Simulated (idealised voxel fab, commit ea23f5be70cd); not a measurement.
process module | voxel ribs on slabs
cross-section cut | 270 nm wide | cells 5 nm
A cross-section is a grid of square cells, given in bands from the top down. A band is one or more rows of cells.
Each band's line starts with the height of the band's top and of its bottom, in nm. Then come its materials from left to right, each with its width in nm. One material with "throughout" fills the band from edge to edge. "air" is empty space.
Height 0 is the level under which the wafer as received is all one material. The lowest band goes on downwards, as in "0 down".
A width such as "30 to 40" changes by the same amount from each row of cells to the next, from the band's top row to its bottom row.
"no change" after a step means that no cell of the cross-section changed.
closed voids: empty space of 8 cells or more with no open way to the top, each as width x height at its distance from the left edge, in nm
after a step's settings: what the simulator itself notes on the step
overlay nm, on a step with a mask: how far to the right of its planned place the mask lay; to the left if negative
plan
1 op RECEIVE | material Si
2 op DIRECTIONAL_DEP | material SiO2 | thk nm 30
3 op DIRECTIONAL_DEP | material polySi | thk nm 15
4 op MASKED_ETCH | tone cover | mask id RIB | width nm 30 | etch materials polySi | depth nm 10 | overlay nm 0
5 op MASKED_ETCH | tone cover | mask id SLAB | width nm 60 | etch materials polySi | depth nm 5 | overlay nm 0
6 op FILL_DEP | material SiO2 | thk nm 25
7 op CMP | height nm 60
8 op DIRECTIONAL_DEP | material W | thk nm 10
9 op PATTERN | tone cover | mask id HEATER | material resist | width nm 40 | thk nm 20 | overlay nm 0
10 op DIRECTIONAL_ETCH | etch materials W | depth nm 10
11 op STRIP | etch materials resist
12 op CONFORMAL_DEP | material SiN | thk nm 5
first wafer, as planned
as received, after step 1
  0 down: Si throughout
  closed voids: none
after step 2
  30 to 0: SiO2 throughout
  below 0: unchanged
after step 3
  45 to 30: polySi throughout
  below 30: unchanged
after step 4
  45 to 35: air 120 | polySi 30 | air 120
  below 35: unchanged
after step 5
  45 to 35: air 120 | polySi 30 | air 120
  35 to 30: air 105 | polySi 60 | air 105
  below 30: unchanged
after step 6
  70 to 45: SiO2 throughout
  45 to 35: SiO2 120 | polySi 30 | SiO2 120
  35 to 30: SiO2 105 | polySi 60 | SiO2 105
  below 30: unchanged
after step 7
  60 to 45: SiO2 throughout
  below 45: unchanged
after step 8
  70 to 60: W throughout
  below 60: unchanged
after step 9
  90 to 70: air 115 | resist 40 | air 115
  below 70: unchanged
after step 10
  90 to 70: air 115 | resist 40 | air 115
  70 to 60: air 115 | W 40 | air 115
  below 60: unchanged
after step 11
  70 to 60: air 115 | W 40 | air 115
  below 60: unchanged
after step 12
  75 to 70: air 110 | SiN 50 | air 110
  70 to 65: air 110 | SiN 5 | W 40 | SiN 5 | air 110
  65 to 60: SiN 115 | W 40 | SiN 115
  below 60: unchanged
second wafer: like start, like plan, one mistake. Through step 11 it matches the first wafer
when step 12 should have ended: no change
what went wrong: step 12 was left out
at the end the second wafer has, in cells: 58 fewer of SiN
